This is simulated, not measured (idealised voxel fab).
Process module, titled voxel lift off
Cross-section cut spans 230 nm and uses square cells 5 nm in size.
In what follows, cross-sections appear as grids of square cells, described through bands that run from the top down, where every band is one or more rows of cells. Top height, bottom height, nm. Materials left to right, width each, nm. Single material + "throughout" = fills band edge to edge. "blank" = empty. Counting heights begins at 0, where everything beneath is, in the wafer as received, one material. The lowest band has no bottom; it goes on downwards, as "from 0 down" shows. A width such as "30..40" changes by the same amount from each row of cells to the next, from the band's top row to its bottom row. Where a step carries "remained unchanged", the cross-section came out of it unchanged, cell for cell. Voids not open to the top, 8 cells minimum: see "Enclosed internal cavities". Written width x height at distance; distance is from the left edge; nm. Whatever follows a step's settings on its line is a remark the simulator itself makes about that step. The "overlay nm" setting may appear on a step's line; for a step that uses a mask, it gives how far to the right of its planned position the mask lay, and a negative value indicates the left.

Steps in the process plan:
1,RECEIVE | material Si
2,CONFORMAL_DEP | material SiO2 | thk nm 10
3,PATTERN | tone open | mask id LINES | material resist | width nm 20 | pitch nm 35 | thk nm 20 | overlay nm 0
4,DIRECTIONAL_DEP | material Ru | thk nm 5
5,STRIP | etch materials resist
6,CONFORMAL_DEP | material SiO2 | thk nm 5

Wafer at receipt (post step 1), cross-section:
    from 0 down = Si throughout
    Enclosed internal cavities: none

As-planned run: cross-section of the first of two wafers at end of module:
    from 20 to 15 = blank=45 / SiO2=30 / blank=5 / SiO2=30 / blank=5 / SiO2=30 / blank=5 / SiO2=30 / blank=50
    from 15 to 10 = SiO2=50 / Ru=20 / SiO2=15 / Ru=20 / SiO2=15 / Ru=20 / SiO2=15 / Ru=20 / SiO2=55
    from 10 to 0 = SiO2 throughout
    from 0 down = Si throughout
    Enclosed internal cavities: none

Now the second wafer, cross-sectioned at the end of the module. Nothing different at the start, nothing different in the plan compared with the first, just one mistake when it was actually run:
    from 20 to 15 = blank=50 / SiO2=30 / blank=5 / SiO2=30 / blank=5 / SiO2=30 / blank=5 / SiO2=30 / blank=45
    from 15 to 10 = SiO2=55 / Ru=20 / SiO2=15 / Ru=20 / SiO2=15 / Ru=20 / SiO2=15 / Ru=20 / SiO2=50
    from 10 to 0 = SiO2 throughout
    from 0 down = Si throughout
    Enclosed internal cavities: none
Run error: step 3 was processed under conditions differing from the plan, specifically as PATTERN | tone open | mask id LINES | material resist | width nm 20 | pitch nm 35 | thk nm 20 | overlay nm 5
The concluding comparison shows that, measured in cells, each material is equally abundant on both wafers, albeit at different positions.
